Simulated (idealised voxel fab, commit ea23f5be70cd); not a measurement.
Process module heading - voxel trench capacitor
Displayed cross-section: cut, width of 250 nm, square cells sized 5 nm.
If you're reading a cross-section in this doc, picture square cells in a grid; it comes to you as bands, top ones listed first down to the bottom, and a band can be one or more rows of cells.
First you get the band's top height and its bottom height, in nm, and then the materials it's made of, left to right, with each width in nm. If you see a single material with "throughout", that one covers the band edge to edge. "empty" is empty space.
Where do heights start? At 0: under that level the wafer as delivered is made of one material only. And the lowest band has no floor; it just carries on downward, as in "0 and below".
Graded width ("30..40"): value in top row of band = first number; value in bottom row = second number; row-to-row change constant.
A step reported as "remained the same" is a step in which no cell of the cross-section changed.
"Sealed voids": empty spaces of 8 cells or more with no open way to the top, each given as width x height at distance, distance from the left edge, all in nm.
Note: text after step settings on the step line = simulator remark on that step.
Each step line may optionally specify "overlay nm", which for a step with a mask gives the rightward distance between the mask's planned place and where it lay, a negative value indicating the leftward direction.

# Here's what the planned process steps look like
1: RECEIVE, material Si
2: CONFORMAL_DEP, material SiN, thk nm 10
3: DIRECTIONAL_DEP, material aC, thk nm 15
4: PATTERN, tone open, mask id TRENCH, material resist, width nm 15, pitch nm 50, thk nm 35, overlay nm 0
5: DIRECTIONAL_ETCH, etch materials aC, depth nm 15
6: STRIP, etch materials resist
7: DIRECTIONAL_ETCH, etch materials SiN, depth nm 10
8: DIRECTIONAL_ETCH, etch materials Si, depth nm 25
9: STRIP, etch materials aC
10: CONFORMAL_DEP, material SiO2, thk nm 5
11: FILL_DEP, material polySi, thk nm 5
12: CMP, height nm 10
Be aware that, although all wafers share a common starting state, the width nm at step 4 differs among them, and the plan displays the first wafer's value.

# As received, i.e. after step 1: cross-section through the first of several wafers
    0 and below | Si throughout
    Sealed voids: none

# Shown in cross-section: the first of several wafers at the end of the module, after its last step, step 12
    10 down to 0 | 90 nm SiN, 5 nm SiO2, 5 nm polySi, 5 nm SiO2, 35 nm SiN, 5 nm SiO2, 5 nm polySi, 5 nm SiO2, 95 nm SiN
    0 down to -20 | 90 nm Si, 5 nm SiO2, 5 nm polySi, 5 nm SiO2, 35 nm Si, 5 nm SiO2, 5 nm polySi, 5 nm SiO2, 95 nm Si
    -20 down to -25 | 90 nm Si, 15 nm SiO2, 35 nm Si, 15 nm SiO2, 95 nm Si
    -25 and below | Si throughout
    Sealed voids: none

# End of module: cross-section, last of several wafers
    10 down to 0 | 80 nm SiN, 5 nm SiO2, 25 nm polySi, 5 nm SiO2, 15 nm SiN, 5 nm SiO2, 25 nm polySi, 5 nm SiO2, 85 nm SiN
    0 down to -20 | 80 nm Si, 5 nm SiO2, 25 nm polySi, 5 nm SiO2, 15 nm Si, 5 nm SiO2, 25 nm polySi, 5 nm SiO2, 85 nm Si
    -20 down to -25 | 80 nm Si, 35 nm SiO2, 15 nm Si, 35 nm SiO2, 85 nm Si
    -25 and below | Si throughout
    Sealed voids: none

# So in this table every wafer gets its own row, and what you see is where it stands at the end of the module: for each material, how many cells it picked up (+) or gave up (-) since we received it, and after that its closed voids
width nm 15, -30 Si, +88 SiN, +30 SiO2, +12 polySi, Sealed voids: none
width nm 20, -40 Si, +84 SiN, +32 SiO2, +24 polySi, Sealed voids: none
width nm 25, -50 Si, +80 SiN, +34 SiO2, +36 polySi, Sealed voids: none
width nm 30, -60 Si, +76 SiN, +36 SiO2, +48 polySi, Sealed voids: none
width nm 35, -70 Si, +72 SiN, +38 SiO2, +60 polySi, Sealed voids: none
